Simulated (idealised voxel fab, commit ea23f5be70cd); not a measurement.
process module | voxel wiring stack
cross-section cut | 155 nm wide | cells 5 nm
A cross-section is a grid of square cells, given in bands from the top down. A band is one or more rows of cells.
Each band's line starts with the height of the band's top and of its bottom, in nm. Then come its materials from left to right, each with its width in nm. One material with "throughout" fills the band from edge to edge. "air" is empty space.
Height 0 is the level under which the wafer as received is all one material. The lowest band goes on downwards, as in "0 down".
A width such as "30 to 40" changes by the same amount from each row of cells to the next, from the band's top row to its bottom row.
"no change" after a step means that no cell of the cross-section changed.
closed voids: empty space of 8 cells or more with no open way to the top, each as width x height at its distance from the left edge, in nm
after a step's settings: what the simulator itself notes on the step
overlay nm, on a step with a mask: how far to the right of its planned place the mask lay; to the left if negative
Each pair below shows a cross-section before one step and the cross-section after it, down to the lowest band that changed. The line under each pair gives the step between them, with its settings. The pairs can come from different runs of this module on the same starting wafer, so a pair continues from the pair above only where its "before" says so.
before
  0 down: Si throughout
  closed voids: none
after
  15 to 0: SiO2 throughout
  below 0: unchanged
  closed voids: none
the step between: op CONFORMAL_DEP | material SiO2 | thk nm 15
before: the cross-section after the pair above
after
  20 to 15: SiCN throughout
  below 15: unchanged
  closed voids: none
the step between: op CONFORMAL_DEP | material SiCN | thk nm 5
before: the cross-section after the pair above
after
  40 to 20: lowk throughout
  below 20: unchanged
  closed voids: none
the step between: op DIRECTIONAL_DEP | material lowk | thk nm 20
before: the cross-section after the pair above
after
  60 to 40: resist 25 | air 20 | resist 20 | air 20 | resist 20 | air 20 | resist 30
  below 40: unchanged
  closed voids: none
the step between: op PATTERN | tone open | mask id METAL_1 | material resist | width nm 20 | pitch nm 40 | thk nm 20 | overlay nm 0
before: the cross-section after the pair above
after
  60 to 40: resist 25 | air 20 | resist 20 | air 20 | resist 20 | air 20 | resist 30
  40 to 20: lowk 25 | air 20 | lowk 20 | air 20 | lowk 20 | air 20 | lowk 30
  below 20: unchanged
  closed voids: none
the step between: op DIRECTIONAL_ETCH | etch materials lowk | depth nm 20
before: the cross-section after the pair above
after
  60 to 40: resist 25 | air 20 | resist 20 | air 20 | resist 20 | air 20 | resist 30
  40 to 20: lowk 25 | air 20 | lowk 20 | air 20 | lowk 20 | air 20 | lowk 30
  20 to 15: SiCN 25 | air 20 | SiCN 20 | air 20 | SiCN 20 | air 20 | SiCN 30
  below 15: unchanged
  closed voids: none
the step between: op DIRECTIONAL_ETCH | etch materials SiCN | depth nm 5
before: the cross-section after the pair above
after
  40 to 20: lowk 25 | air 20 | lowk 20 | air 20 | lowk 20 | air 20 | lowk 30
  below 20: unchanged
  closed voids: none
the step between: op STRIP | etch materials resist
before: the cross-section after the pair above
after
  45 to 40: TiN 30 | air 10 | TiN 30 | air 10 | TiN 30 | air 10 | TiN 35
  40 to 20: lowk 25 | TiN 5 | air 10 | TiN 5 | lowk 20 | TiN 5 | air 10 | TiN 5 | lowk 20 | TiN 5 | air 10 | TiN 5 | lowk 30
  20 to 15: SiCN 25 | TiN 20 | SiCN 20 | TiN 20 | SiCN 20 | TiN 20 | SiCN 30
  below 15: unchanged
  closed voids: none
the step between: op CONFORMAL_DEP | material TiN | thk nm 5
before: the cross-section after the pair above
after
  55 to 45: W throughout
  45 to 40: TiN 30 | W 10 | TiN 30 | W 10 | TiN 30 | W 10 | TiN 35
  40 to 20: lowk 25 | TiN 5 | W 10 | TiN 5 | lowk 20 | TiN 5 | W 10 | TiN 5 | lowk 20 | TiN 5 | W 10 | TiN 5 | lowk 30
  below 20: unchanged
  closed voids: none
the step between: op FILL_DEP | material W | thk nm 10
before: the cross-section after the pair above
after
  40 to 20: lowk 25 | TiN 5 | W 10 | TiN 5 | lowk 20 | TiN 5 | W 10 | TiN 5 | lowk 20 | TiN 5 | W 10 | TiN 5 | lowk 30
  below 20: unchanged
  closed voids: none
the step between: op CMP | height nm 40
before: the cross-section after the pair above
after
  45 to 40: SiCN throughout
  below 40: unchanged
  closed voids: none
the step between: op CONFORMAL_DEP | material SiCN | thk nm 5
before: the cross-section after the pair above
after
  60 to 45: lowk throughout
  below 45: unchanged
  closed voids: none
the step between: op DIRECTIONAL_DEP | material lowk | thk nm 15
before: the cross-section after the pair above
after
  60 to 45: lowk 25 | air 15 | lowk 25 | air 15 | lowk 25 | air 15 | lowk 35
  below 45: unchanged
  closed voids: none
the step between: op MASKED_ETCH | tone open | mask id PLUG_1 | width nm 15 | pitch nm 40 | etch materials lowk | depth nm 15 | overlay nm 0
before: the cross-section after the pair above
after
  60 to 45: lowk 25 | air 15 | lowk 25 | air 15 | lowk 25 | air 15 | lowk 35
  45 to 40: SiCN 25 | air 15 | SiCN 25 | air 15 | SiCN 25 | air 15 | SiCN 35
  below 40: unchanged
  closed voids: none
the step between: op MASKED_ETCH | tone open | mask id PLUG_1 | width nm 15 | pitch nm 40 | etch materials SiCN | depth nm 5 | overlay nm 0
before: the cross-section after the pair above
after
  60 to 50: lowk 25 | air 15 | lowk 25 | air 15 | lowk 25 | air 15 | lowk 35
  50 to 45: lowk 25 | Ru 15 | lowk 25 | Ru 15 | lowk 25 | Ru 15 | lowk 35
  45 to 40: SiCN 25 | Ru 15 | SiCN 25 | Ru 15 | SiCN 25 | Ru 15 | SiCN 35
  below 40: unchanged
  closed voids: none
the step between: op EPI | material Ru | thk nm 10
before: the cross-section after the pair above
after
  60 to 45: lowk 25 | Ru 15 | lowk 25 | Ru 15 | lowk 25 | Ru 15 | lowk 35
  below 45: unchanged
  closed voids: none
the step between: op EPI | material Ru | thk nm 10
before: the cross-section after the pair above
after
  65 to 60: SiCN throughout
  below 60: unchanged
  closed voids: none
the step between: op CONFORMAL_DEP | material SiCN | thk nm 5
before: the cross-section after the pair above
after
  90 to 65: SiO2 throughout
  below 65: unchanged
  closed voids: none
the step between: op DIRECTIONAL_DEP | material SiO2 | thk nm 25
before: the cross-section after the pair above
after
  100 to 90: aC throughout
  below 90: unchanged
  closed voids: none
the step between: op DIRECTIONAL_DEP | material aC | thk nm 10
before: the cross-section after the pair above
after
  125 to 100: resist 25 | air 20 | resist 20 | air 20 | resist 20 | air 20 | resist 30
  below 100: unchanged
  closed voids: none
the step between: op PATTERN | tone open | mask id METAL_2 | material resist | width nm 20 | pitch nm 40 | thk nm 25 | overlay nm 0
before: the cross-section after the pair above
after
  115 to 100: resist 25 | air 20 | resist 20 | air 20 | resist 20 | air 20 | resist 30
  100 to 90: aC 25 | air 20 | aC 20 | air 20 | aC 20 | air 20 | aC 30
  below 90: unchanged
  closed voids: none
the step between: op DIRECTIONAL_ETCH | etch materials aC | depth nm 10
before: the cross-section after the pair above
after
  100 to 90: aC 25 | air 20 | aC 20 | air 20 | aC 20 | air 20 | aC 30
  below 90: unchanged
  closed voids: none
the step between: op STRIP | etch materials resist
before: the cross-section after the pair above
after
  100 to 90: aC 25 | air 20 | aC 20 | air 20 | aC 20 | air 20 | aC 30
  90 to 65: SiO2 25 | air 20 | SiO2 20 | air 20 | SiO2 20 | air 20 | SiO2 30
  below 65: unchanged
  closed voids: none
the step between: op DIRECTIONAL_ETCH | etch materials SiO2 | depth nm 25
before: the cross-section after the pair above
after
  100 to 90: aC 25 | air 20 | aC 20 | air 20 | aC 20 | air 20 | aC 30
  90 to 65: SiO2 25 | air 20 | SiO2 20 | air 20 | SiO2 20 | air 20 | SiO2 30
  65 to 60: SiCN 25 | air 20 | SiCN 20 | air 20 | SiCN 20 | air 20 | SiCN 30
  below 60: unchanged
  closed voids: none
the step between: op DIRECTIONAL_ETCH | etch materials SiCN | depth nm 5
before: the cross-section after the pair above
after
  90 to 65: SiO2 25 | air 20 | SiO2 20 | air 20 | SiO2 20 | air 20 | SiO2 30
  below 65: unchanged
  closed voids: none
the step between: op STRIP | etch materials aC
before: the cross-section after the pair above
after
  95 to 90: TiN 30 | air 10 | TiN 30 | air 10 | TiN 30 | air 10 | TiN 35
  90 to 65: SiO2 25 | TiN 5 | air 10 | TiN 5 | SiO2 20 | TiN 5 | air 10 | TiN 5 | SiO2 20 | TiN 5 | air 10 | TiN 5 | SiO2 30
  65 to 60: SiCN 25 | TiN 20 | SiCN 20 | TiN 20 | SiCN 20 | TiN 20 | SiCN 30
  below 60: unchanged
  closed voids: none
the step between: op CONFORMAL_DEP | material TiN | thk nm 5
before: the cross-section after the pair above
after
  105 to 95: W throughout
  95 to 90: TiN 30 | W 10 | TiN 30 | W 10 | TiN 30 | W 10 | TiN 35
  90 to 65: SiO2 25 | TiN 5 | W 10 | TiN 5 | SiO2 20 | TiN 5 | W 10 | TiN 5 | SiO2 20 | TiN 5 | W 10 | TiN 5 | SiO2 30
  below 65: unchanged
  closed voids: none
the step between: op FILL_DEP | material W | thk nm 10
before: the cross-section after the pair above
after
  90 to 65: SiO2 25 | TiN 5 | W 10 | TiN 5 | SiO2 20 | TiN 5 | W 10 | TiN 5 | SiO2 20 | TiN 5 | W 10 | TiN 5 | SiO2 30
  below 65: unchanged
  closed voids: none
the step between: op CMP | height nm 90
before: the cross-section after the pair above
after
  95 to 90: SiCN throughout
  below 90: unchanged
  closed voids: none
the step between: op CONFORMAL_DEP | material SiCN | thk nm 5
before: the cross-section after the pair above
after
  110 to 95: SiO2 throughout
  below 95: unchanged
  closed voids: none
the step between: op DIRECTIONAL_DEP | material SiO2 | thk nm 15
before: the cross-section after the pair above
after
  110 to 95: SiO2 25 | air 15 | SiO2 25 | air 15 | SiO2 25 | air 15 | SiO2 35
  below 95: unchanged
  closed voids: none
the step between: op MASKED_ETCH | tone open | mask id PLUG_2 | width nm 15 | pitch nm 40 | etch materials SiO2 | depth nm 15 | overlay nm 0
before: the cross-section after the pair above
after
  110 to 95: SiO2 25 | air 15 | SiO2 25 | air 15 | SiO2 25 | air 15 | SiO2 35
  95 to 90: SiCN 25 | air 15 | SiCN 25 | air 15 | SiCN 25 | air 15 | SiCN 35
  below 90: unchanged
  closed voids: none
the step between: op MASKED_ETCH | tone open | mask id PLUG_2 | width nm 15 | pitch nm 40 | etch materials SiCN | depth nm 5 | overlay nm 0
before: the cross-section after the pair above
after
  110 to 100: SiO2 25 | air 15 | SiO2 25 | air 15 | SiO2 25 | air 15 | SiO2 35
  100 to 95: SiO2 25 | Ru 15 | SiO2 25 | Ru 15 | SiO2 25 | Ru 15 | SiO2 35
  95 to 90: SiCN 25 | Ru 15 | SiCN 25 | Ru 15 | SiCN 25 | Ru 15 | SiCN 35
  below 90: unchanged
  closed voids: none
the step between: op EPI | material Ru | thk nm 10
before: the cross-section after the pair above
after
  110 to 95: SiO2 25 | Ru 15 | SiO2 25 | Ru 15 | SiO2 25 | Ru 15 | SiO2 35
  below 95: unchanged
  closed voids: none
the step between: op EPI | material Ru | thk nm 10
before: the cross-section after the pair above
after
  115 to 110: SiCN throughout
  below 110: unchanged
  closed voids: none
the step between: op CONFORMAL_DEP | material SiCN | thk nm 5
before: the cross-section after the pair above
after
  130 to 115: lowk throughout
  below 115: unchanged
  closed voids: none
the step between: op DIRECTIONAL_DEP | material lowk | thk nm 15
before: the cross-section after the pair above
after
  140 to 130: aC throughout
  below 130: unchanged
  closed voids: none
the step between: op DIRECTIONAL_DEP | material aC | thk nm 10
before: the cross-section after the pair above
after
  170 to 140: resist 25 | air 20 | resist 20 | air 20 | resist 20 | air 20 | resist 30
  below 140: unchanged
  closed voids: none
the step between: op PATTERN | tone open | mask id METAL_3 | material resist | width nm 20 | pitch nm 40 | thk nm 30 | overlay nm 0
before: the cross-section after the pair above
after
  160 to 140: resist 25 | air 20 | resist 20 | air 20 | resist 20 | air 20 | resist 30
  140 to 130: aC 25 | air 20 | aC 20 | air 20 | aC 20 | air 20 | aC 30
  below 130: unchanged
  closed voids: none
the step between: op DIRECTIONAL_ETCH | etch materials aC | depth nm 10
before: the cross-section after the pair above
after
  140 to 130: aC 25 | air 20 | aC 20 | air 20 | aC 20 | air 20 | aC 30
  below 130: unchanged
  closed voids: none
the step between: op STRIP | etch materials resist
before: the cross-section after the pair above
after
  140 to 130: aC 25 | air 20 | aC 20 | air 20 | aC 20 | air 20 | aC 30
  130 to 115: lowk 25 | air 20 | lowk 20 | air 20 | lowk 20 | air 20 | lowk 30
  below 115: unchanged
  closed voids: none
the step between: op DIRECTIONAL_ETCH | etch materials lowk | depth nm 15
before: the cross-section after the pair above
after
  140 to 130: aC 25 | air 20 | aC 20 | air 20 | aC 20 | air 20 | aC 30
  130 to 115: lowk 25 | air 20 | lowk 20 | air 20 | lowk 20 | air 20 | lowk 30
  115 to 110: SiCN 25 | air 20 | SiCN 20 | air 20 | SiCN 20 | air 20 | SiCN 30
  below 110: unchanged
  closed voids: none
the step between: op DIRECTIONAL_ETCH | etch materials SiCN | depth nm 5
before: the cross-section after the pair above
after
  130 to 115: lowk 25 | air 20 | lowk 20 | air 20 | lowk 20 | air 20 | lowk 30
  below 115: unchanged
  closed voids: none
the step between: op STRIP | etch materials aC
before: the cross-section after the pair above
after
  135 to 130: TiN 30 | air 10 | TiN 30 | air 10 | TiN 30 | air 10 | TiN 35
  130 to 115: lowk 25 | TiN 5 | air 10 | TiN 5 | lowk 20 | TiN 5 | air 10 | TiN 5 | lowk 20 | TiN 5 | air 10 | TiN 5 | lowk 30
  115 to 110: SiCN 25 | TiN 20 | SiCN 20 | TiN 20 | SiCN 20 | TiN 20 | SiCN 30
  below 110: unchanged
  closed voids: none
the step between: op CONFORMAL_DEP | material TiN | thk nm 5
before: the cross-section after the pair above
after
  140 to 135: Cu throughout
  135 to 130: TiN 30 | Cu 10 | TiN 30 | Cu 10 | TiN 30 | Cu 10 | TiN 35
  130 to 115: lowk 25 | TiN 5 | Cu 10 | TiN 5 | lowk 20 | TiN 5 | Cu 10 | TiN 5 | lowk 20 | TiN 5 | Cu 10 | TiN 5 | lowk 30
  below 115: unchanged
  closed voids: none
the step between: op FILL_DEP | material Cu | thk nm 5
before: the cross-section after the pair above
after
  130 to 115: lowk 25 | TiN 5 | Cu 10 | TiN 5 | lowk 20 | TiN 5 | Cu 10 | TiN 5 | lowk 20 | TiN 5 | Cu 10 | TiN 5 | lowk 30
  below 115: unchanged
  closed voids: none
the step between: op CMP | height nm 130
before: the cross-section after the pair above
after
  135 to 130: air 20 | Ru 30 | air 10 | Ru 30 | air 10 | Ru 30 | air 25
  below 130: unchanged
  closed voids: none
the step between: op EPI | material Ru | thk nm 5
before: the cross-section after the pair above
after
  140 to 135: SiCN throughout
  135 to 130: SiCN 20 | Ru 30 | SiCN 10 | Ru 30 | SiCN 10 | Ru 30 | SiCN 25
  below 130: unchanged
  closed voids: none
the step between: op FILL_DEP | material SiCN | thk nm 5
before
  45 to 40: SiCN throughout
  40 to 20: lowk 25 | TiN 5 | W 10 | TiN 5 | lowk 20 | TiN 5 | W 10 | TiN 5 | lowk 20 | TiN 5 | W 10 | TiN 5 | lowk 30
  20 to 15: SiCN 25 | TiN 20 | SiCN 20 | TiN 20 | SiCN 20 | TiN 20 | SiCN 30
  15 to 0: SiO2 throughout
  0 down: Si throughout
  closed voids: none
after
  45 to 40: SiCN 25 | air 15 | SiCN 25 | air 15 | SiCN 25 | air 15 | SiCN 35
  below 40: unchanged
  closed voids: none
the step between: op MASKED_ETCH | tone open | mask id PLUG_1 | width nm 15 | pitch nm 40 | etch materials SiCN | depth nm 5 | overlay nm 0
before: the cross-section after the pair above
after
  50 to 45: air 20 | Ru 25 | air 15 | Ru 25 | air 15 | Ru 25 | air 30
  45 to 40: SiCN 25 | Ru 15 | SiCN 25 | Ru 15 | SiCN 25 | Ru 15 | SiCN 35
  below 40: unchanged
  closed voids: none
the step between: op EPI | material Ru | thk nm 10
before: the cross-section after the pair above
after
  60 to 45: air 10 | Ru 125 | air 20
  below 45: unchanged
  closed voids: none
the step between: op EPI | material Ru | thk nm 10
before: the cross-section after the pair above
after
  65 to 60: air 5 | SiCN 135 | air 15
  60 to 50: air 5 | SiCN 5 | Ru 125 | SiCN 5 | air 15
  50 to 45: SiCN 10 | Ru 125 | SiCN 20
  below 45: unchanged
  closed voids: none
the step between: op CONFORMAL_DEP | material SiCN | thk nm 5
before: the cross-section after the pair above
after
  90 to 75: air 5 | SiO2 135 | air 15
  75 to 65: SiO2 throughout
  65 to 60: SiO2 5 | SiCN 135 | SiO2 15
  60 to 50: SiO2 5 | SiCN 5 | Ru 125 | SiCN 5 | SiO2 15
  below 50: unchanged
  closed voids: none
the step between: op DIRECTIONAL_DEP | material SiO2 | thk nm 25
before: the cross-section after the pair above
after
  100 to 90: air 5 | aC 135 | air 15
  90 to 85: air 5 | SiO2 135 | air 15
  85 to 75: aC 5 | SiO2 135 | aC 15
  below 75: unchanged
  closed voids: none
the step between: op DIRECTIONAL_DEP | material aC | thk nm 10
before: the cross-section after the pair above
after
  125 to 100: resist 25 | air 20 | resist 20 | air 20 | resist 20 | air 20 | resist 30
  100 to 90: resist 5 | aC 135 | resist 15
  90 to 85: resist 5 | SiO2 135 | resist 15
  below 85: unchanged
  closed voids: none
the step between: op PATTERN | tone open | mask id METAL_2 | material resist | width nm 20 | pitch nm 40 | thk nm 25 | overlay nm 0
before: the cross-section after the pair above
after
  115 to 100: resist 25 | air 20 | resist 20 | air 20 | resist 20 | air 20 | resist 30
  100 to 90: resist 5 | aC 20 | air 20 | aC 20 | air 20 | aC 20 | air 20 | aC 15 | resist 15
  below 90: unchanged
  closed voids: none
the step between: op DIRECTIONAL_ETCH | etch materials aC | depth nm 10
before: the cross-section after the pair above
after
  100 to 90: air 5 | aC 20 | air 20 | aC 20 | air 20 | aC 20 | air 20 | aC 15 | air 15
  90 to 85: air 5 | SiO2 135 | air 15
  below 85: unchanged
  closed voids: none
the step between: op STRIP | etch materials resist
before: the cross-section after the pair above
after
  100 to 90: air 5 | aC 20 | air 20 | aC 20 | air 20 | aC 20 | air 20 | aC 15 | air 15
  90 to 85: air 5 | SiO2 20 | air 20 | SiO2 20 | air 20 | SiO2 20 | air 20 | SiO2 15 | air 15
  85 to 75: aC 5 | SiO2 20 | air 20 | SiO2 20 | air 20 | SiO2 20 | air 20 | SiO2 15 | aC 15
  75 to 65: SiO2 25 | air 20 | SiO2 20 | air 20 | SiO2 20 | air 20 | SiO2 30
  below 65: unchanged
  closed voids: none
the step between: op DIRECTIONAL_ETCH | etch materials SiO2 | depth nm 25
before: the cross-section after the pair above
after
  100 to 90: air 5 | aC 20 | air 20 | aC 20 | air 20 | aC 20 | air 20 | aC 15 | air 15
  90 to 85: air 5 | SiO2 20 | air 20 | SiO2 20 | air 20 | SiO2 20 | air 20 | SiO2 15 | air 15
  85 to 75: aC 5 | SiO2 20 | air 20 | SiO2 20 | air 20 | SiO2 20 | air 20 | SiO2 15 | aC 15
  75 to 65: SiO2 25 | air 20 | SiO2 20 | air 20 | SiO2 20 | air 20 | SiO2 30
  65 to 60: SiO2 5 | SiCN 20 | air 20 | SiCN 20 | air 20 | SiCN 20 | air 20 | SiCN 15 | SiO2 15
  below 60: unchanged
  closed voids: none
the step between: op DIRECTIONAL_ETCH | etch materials SiCN | depth nm 5
before: the cross-section after the pair above
after
  90 to 75: air 5 | SiO2 20 | air 20 | SiO2 20 | air 20 | SiO2 20 | air 20 | SiO2 15 | air 15
  below 75: unchanged
  closed voids: none
the step between: op STRIP | etch materials aC
before: the cross-section after the pair above
after
  95 to 90: TiN 30 | air 10 | TiN 30 | air 10 | TiN 30 | air 10 | TiN 25 | air 10
  90 to 80: TiN 5 | SiO2 20 | TiN 5 | air 10 | TiN 5 | SiO2 20 | TiN 5 | air 10 | TiN 5 | SiO2 20 | TiN 5 | air 10 | TiN 5 | SiO2 15 | TiN 5 | air 10
  80 to 75: TiN 5 | SiO2 20 | TiN 5 | air 10 | TiN 5 | SiO2 20 | TiN 5 | air 10 | TiN 5 | SiO2 20 | TiN 5 | air 10 | TiN 5 | SiO2 15 | TiN 15
  75 to 65: SiO2 25 | TiN 5 | air 10 | TiN 5 | SiO2 20 | TiN 5 | air 10 | TiN 5 | SiO2 20 | TiN 5 | air 10 | TiN 5 | SiO2 30
  65 to 60: SiO2 5 | SiCN 20 | TiN 20 | SiCN 20 | TiN 20 | SiCN 20 | TiN 20 | SiCN 15 | SiO2 15
  below 60: unchanged
  closed voids: none
the step between: op CONFORMAL_DEP | material TiN | thk nm 5
before: the cross-section after the pair above
after
  105 to 95: W throughout
  95 to 90: TiN 30 | W 10 | TiN 30 | W 10 | TiN 30 | W 10 | TiN 25 | W 10
  90 to 80: TiN 5 | SiO2 20 | TiN 5 | W 10 | TiN 5 | SiO2 20 | TiN 5 | W 10 | TiN 5 | SiO2 20 | TiN 5 | W 10 | TiN 5 | SiO2 15 | TiN 5 | W 10
  80 to 75: TiN 5 | SiO2 20 | TiN 5 | W 10 | TiN 5 | SiO2 20 | TiN 5 | W 10 | TiN 5 | SiO2 20 | TiN 5 | W 10 | TiN 5 | SiO2 15 | TiN 15
  75 to 65: SiO2 25 | TiN 5 | W 10 | TiN 5 | SiO2 20 | TiN 5 | W 10 | TiN 5 | SiO2 20 | TiN 5 | W 10 | TiN 5 | SiO2 30
  below 65: unchanged
  closed voids: none
the step between: op FILL_DEP | material W | thk nm 10
before: the cross-section after the pair above
after
  90 to 80: TiN 5 | SiO2 20 | TiN 5 | W 10 | TiN 5 | SiO2 20 | TiN 5 | W 10 | TiN 5 | SiO2 20 | TiN 5 | W 10 | TiN 5 | SiO2 15 | TiN 5 | W 10
  below 80: unchanged
  closed voids: none
the step between: op CMP | height nm 90
before: the cross-section after the pair above
after
  95 to 90: SiCN throughout
  below 90: unchanged
  closed voids: none
the step between: op CONFORMAL_DEP | material SiCN | thk nm 5
before: the cross-section after the pair above
after
  110 to 95: SiO2 throughout
  below 95: unchanged
  closed voids: none
the step between: op DIRECTIONAL_DEP | material SiO2 | thk nm 15
before: the cross-section after the pair above
after
  110 to 95: SiO2 25 | air 15 | SiO2 25 | air 15 | SiO2 25 | air 15 | SiO2 35
  below 95: unchanged
  closed voids: none
the step between: op MASKED_ETCH | tone open | mask id PLUG_2 | width nm 15 | pitch nm 40 | etch materials SiO2 | depth nm 15 | overlay nm 0
before: the cross-section after the pair above
after
  110 to 95: SiO2 25 | air 15 | SiO2 25 | air 15 | SiO2 25 | air 15 | SiO2 35
  95 to 90: SiCN 25 | air 15 | SiCN 25 | air 15 | SiCN 25 | air 15 | SiCN 35
  below 90: unchanged
  closed voids: none
the step between: op MASKED_ETCH | tone open | mask id PLUG_2 | width nm 15 | pitch nm 40 | etch materials SiCN | depth nm 5 | overlay nm 0
before: the cross-section after the pair above
after
  110 to 100: SiO2 25 | air 15 | SiO2 25 | air 15 | SiO2 25 | air 15 | SiO2 35
  100 to 95: SiO2 25 | Ru 15 | SiO2 25 | Ru 15 | SiO2 25 | Ru 15 | SiO2 35
  95 to 90: SiCN 25 | Ru 15 | SiCN 25 | Ru 15 | SiCN 25 | Ru 15 | SiCN 35
  below 90: unchanged
  closed voids: none
the step between: op EPI | material Ru | thk nm 10
before: the cross-section after the pair above
after
  110 to 95: SiO2 25 | Ru 15 | SiO2 25 | Ru 15 | SiO2 25 | Ru 15 | SiO2 35
  below 95: unchanged
  closed voids: none
the step between: op EPI | material Ru | thk nm 10
before: the cross-section after the pair above
after
  115 to 110: SiCN throughout
  below 110: unchanged
  closed voids: none
the step between: op CONFORMAL_DEP | material SiCN | thk nm 5
before: the cross-section after the pair above
after
  130 to 115: lowk throughout
  below 115: unchanged
  closed voids: none
the step between: op DIRECTIONAL_DEP | material lowk | thk nm 15
before: the cross-section after the pair above
after
  140 to 130: aC throughout
  below 130: unchanged
  closed voids: none
the step between: op DIRECTIONAL_DEP | material aC | thk nm 10
before: the cross-section after the pair above
after
  170 to 140: resist 25 | air 20 | resist 20 | air 20 | resist 20 | air 20 | resist 30
  below 140: unchanged
  closed voids: none
the step between: op PATTERN | tone open | mask id METAL_3 | material resist | width nm 20 | pitch nm 40 | thk nm 30 | overlay nm 0
before: the cross-section after the pair above
after
  160 to 140: resist 25 | air 20 | resist 20 | air 20 | resist 20 | air 20 | resist 30
  140 to 130: aC 25 | air 20 | aC 20 | air 20 | aC 20 | air 20 | aC 30
  below 130: unchanged
  closed voids: none
the step between: op DIRECTIONAL_ETCH | etch materials aC | depth nm 10
before: the cross-section after the pair above
after
  140 to 130: aC 25 | air 20 | aC 20 | air 20 | aC 20 | air 20 | aC 30
  below 130: unchanged
  closed voids: none
the step between: op STRIP | etch materials resist
before: the cross-section after the pair above
after
  140 to 130: aC 25 | air 20 | aC 20 | air 20 | aC 20 | air 20 | aC 30
  130 to 115: lowk 25 | air 20 | lowk 20 | air 20 | lowk 20 | air 20 | lowk 30
  below 115: unchanged
  closed voids: none
the step between: op DIRECTIONAL_ETCH | etch materials lowk | depth nm 15
before: the cross-section after the pair above
after
  140 to 130: aC 25 | air 20 | aC 20 | air 20 | aC 20 | air 20 | aC 30
  130 to 115: lowk 25 | air 20 | lowk 20 | air 20 | lowk 20 | air 20 | lowk 30
  115 to 110: SiCN 25 | air 20 | SiCN 20 | air 20 | SiCN 20 | air 20 | SiCN 30
  below 110: unchanged
  closed voids: none
the step between: op DIRECTIONAL_ETCH | etch materials SiCN | depth nm 5
before: the cross-section after the pair above
after
  130 to 115: lowk 25 | air 20 | lowk 20 | air 20 | lowk 20 | air 20 | lowk 30
  below 115: unchanged
  closed voids: none
the step between: op STRIP | etch materials aC
before: the cross-section after the pair above
after
  135 to 130: TiN 30 | air 10 | TiN 30 | air 10 | TiN 30 | air 10 | TiN 35
  130 to 115: lowk 25 | TiN 5 | air 10 | TiN 5 | lowk 20 | TiN 5 | air 10 | TiN 5 | lowk 20 | TiN 5 | air 10 | TiN 5 | lowk 30
  115 to 110: SiCN 25 | TiN 20 | SiCN 20 | TiN 20 | SiCN 20 | TiN 20 | SiCN 30
  below 110: unchanged
  closed voids: none
the step between: op CONFORMAL_DEP | material TiN | thk nm 5
before: the cross-section after the pair above
after
  140 to 135: Cu throughout
  135 to 130: TiN 30 | Cu 10 | TiN 30 | Cu 10 | TiN 30 | Cu 10 | TiN 35
  130 to 115: lowk 25 | TiN 5 | Cu 10 | TiN 5 | lowk 20 | TiN 5 | Cu 10 | TiN 5 | lowk 20 | TiN 5 | Cu 10 | TiN 5 | lowk 30
  below 115: unchanged
  closed voids: none
the step between: op FILL_DEP | material Cu | thk nm 5
before: the cross-section after the pair above
after
  130 to 115: lowk 25 | TiN 5 | Cu 10 | TiN 5 | lowk 20 | TiN 5 | Cu 10 | TiN 5 | lowk 20 | TiN 5 | Cu 10 | TiN 5 | lowk 30
  below 115: unchanged
  closed voids: none
the step between: op CMP | height nm 130
before: the cross-section after the pair above
after
  135 to 130: air 20 | Ru 30 | air 10 | Ru 30 | air 10 | Ru 30 | air 25
  below 130: unchanged
  closed voids: none
the step between: op EPI | material Ru | thk nm 5
before: the cross-section after the pair above
after
  140 to 135: SiCN throughout
  135 to 130: SiCN 20 | Ru 30 | SiCN 10 | Ru 30 | SiCN 10 | Ru 30 | SiCN 25
  below 130: unchanged
  closed voids: none
the step between: op FILL_DEP | material SiCN | thk nm 5
before
  110 to 95: SiO2 throughout
  95 to 90: SiCN throughout
  90 to 65: SiO2 25 | TiN 5 | W 10 | TiN 5 | SiO2 20 | TiN 5 | W 10 | TiN 5 | SiO2 20 | TiN 5 | W 10 | TiN 5 | SiO2 30
  65 to 60: SiCN 25 | TiN 20 | SiCN 20 | TiN 20 | SiCN 20 | TiN 20 | SiCN 30
  60 to 45: lowk 25 | Ru 15 | lowk 25 | Ru 15 | lowk 25 | Ru 15 | lowk 35
  45 to 40: SiCN 25 | Ru 15 | SiCN 25 | Ru 15 | SiCN 25 | Ru 15 | SiCN 35
  40 to 20: lowk 25 | TiN 5 | W 10 | TiN 5 | lowk 20 | TiN 5 | W 10 | TiN 5 | lowk 20 | TiN 5 | W 10 | TiN 5 | lowk 30
  20 to 15: SiCN 25 | TiN 20 | SiCN 20 | TiN 20 | SiCN 20 | TiN 20 | SiCN 30
  15 to 0: SiO2 throughout
  0 down: Si throughout
  closed voids: none
after
  125 to 95: SiO2 throughout
  below 95: unchanged
  closed voids: none
the step between: op DIRECTIONAL_DEP | material SiO2 | thk nm 15
before: the cross-section after the pair above
after
  125 to 110: SiO2 25 | air 15 | SiO2 25 | air 15 | SiO2 25 | air 15 | SiO2 35
  below 110: unchanged
  closed voids: none
the step between: op MASKED_ETCH | tone open | mask id PLUG_2 | width nm 15 | pitch nm 40 | etch materials SiO2 | depth nm 15 | overlay nm 0
before: the cross-section after the pair above
after
  130 to 125: SiCN 30 | air 5 | SiCN 35 | air 5 | SiCN 35 | air 5 | SiCN 40
  125 to 115: SiO2 25 | SiCN 5 | air 5 | SiCN 5 | SiO2 25 | SiCN 5 | air 5 | SiCN 5 | SiO2 25 | SiCN 5 | air 5 | SiCN 5 | SiO2 35
  115 to 110: SiO2 25 | SiCN 15 | SiO2 25 | SiCN 15 | SiO2 25 | SiCN 15 | SiO2 35
  below 110: unchanged
  closed voids: none
the step between: op CONFORMAL_DEP | material SiCN | thk nm 5
before: the cross-section after the pair above
after
  145 to 130: lowk 30 | air 5 | lowk 35 | air 5 | lowk 35 | air 5 | lowk 40
  130 to 125: SiCN 30 | lowk 5 | SiCN 35 | lowk 5 | SiCN 35 | lowk 5 | SiCN 40
  125 to 115: SiO2 25 | SiCN 5 | lowk 5 | SiCN 5 | SiO2 25 | SiCN 5 | lowk 5 | SiCN 5 | SiO2 25 | SiCN 5 | lowk 5 | SiCN 5 | SiO2 35
  below 115: unchanged
  closed voids: none
the step between: op DIRECTIONAL_DEP | material lowk | thk nm 15
before: the cross-section after the pair above
after
  155 to 145: aC 30 | air 5 | aC 35 | air 5 | aC 35 | air 5 | aC 40
  145 to 140: lowk 30 | air 5 | lowk 35 | air 5 | lowk 35 | air 5 | lowk 40
  140 to 130: lowk 30 | aC 5 | lowk 35 | aC 5 | lowk 35 | aC 5 | lowk 40
  below 130: unchanged
  closed voids: none
the step between: op DIRECTIONAL_DEP | material aC | thk nm 10
before: the cross-section after the pair above
after
  185 to 155: resist 25 | air 20 | resist 20 | air 20 | resist 20 | air 20 | resist 30
  below 155: unchanged
  closed voids: none
the step between: op PATTERN | tone open | mask id METAL_3 | material resist | width nm 20 | pitch nm 40 | thk nm 30 | overlay nm 0
